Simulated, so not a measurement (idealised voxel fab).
Process module heading - voxel plated lines
FYI the section here is cut, 270 nm wide, cells are 5 nm squares.
Each cross-section below is a grid of square cells, stated as bands in top-down order, with one or more rows of cells making up each band.
A band entry consists of two parts. The first gives the height of the band's top and the height of its bottom, in nm. The rest lists the band's materials from left to right, each with its width in nm. A single material labelled with the word "edge to edge" fills the band from edge to edge, and the word "blank" marks empty space.
The level at which height equals 0 is the one under which the wafer, as it arrives, is entirely one material. No lower edge exists for the bottom band, which continues downward and is notated as in "0 -> down".
So if you see something like "30 to 40" for the width, read it as the top row of the band sitting at the first number and the bottom row at the second, with every row in between moving by the same amount as the last.
Given "no alteration" for a step, no cell of the cross-section differs between before and after that step.
For the entry "Fully sealed cavities", the listed items are empty spaces with no open way to the top whose size is 8 cells or more; each item follows the pattern width x height at distance, where distance is from the left edge and all three are in nm.
Read whatever lies past the settings on a step's line as the simulator's own remark about the step.
On any step carrying a mask, the "overlay nm" setting, if present on the step's line, tells how far right of its planned place the mask lay; negative values point to the left.
**The following list gives the planned process steps**
1. RECEIVE, material Si
2. CONFORMAL_DEP, material SiO2, thk nm 15
3. DIRECTIONAL_DEP, material TiN, thk nm 5
4. PATTERN, tone open, mask id LINES, material resist, width nm 15, pitch nm 35, thk nm 15, overlay nm 0
5. EPI, material Ru, thk nm 10
6. STRIP, etch materials resist
7. DIRECTIONAL_ETCH, etch materials TiN, depth nm 5
8. CONFORMAL_DEP, material SiO2, thk nm 10
**Shown in cross-section is the wafer as received, that is, as it stands after step 1**
* 0 -> down | Si edge to edge
* Fully sealed cavities: none
**Final wafer profile in cross-section after the module, from the same start and plan as above, with one mistake made during processing**
* 55 -> 45 | blank: 80  SiO2: 105  blank: 85
* 45 -> 40 | blank: 80  SiO2: 10  Ru: 15  SiO2: 20  Ru: 15  SiO2: 20  Ru: 15  SiO2: 10  blank: 85
* 40 -> 35 | SiO2: 90  Ru: 15  SiO2: 20  Ru: 15  SiO2: 20  Ru: 15  SiO2: 95
* 35 -> 30 | SiO2: 90  TiN: 15  SiO2: 20  TiN: 15  SiO2: 20  TiN: 15  SiO2: 95
* 30 -> 0 | SiO2 edge to edge
* 0 -> down | Si edge to edge
* Fully sealed cavities: none
Heads up, the wafer didn't run the way we planned it: step 2 in the plan was executed twice
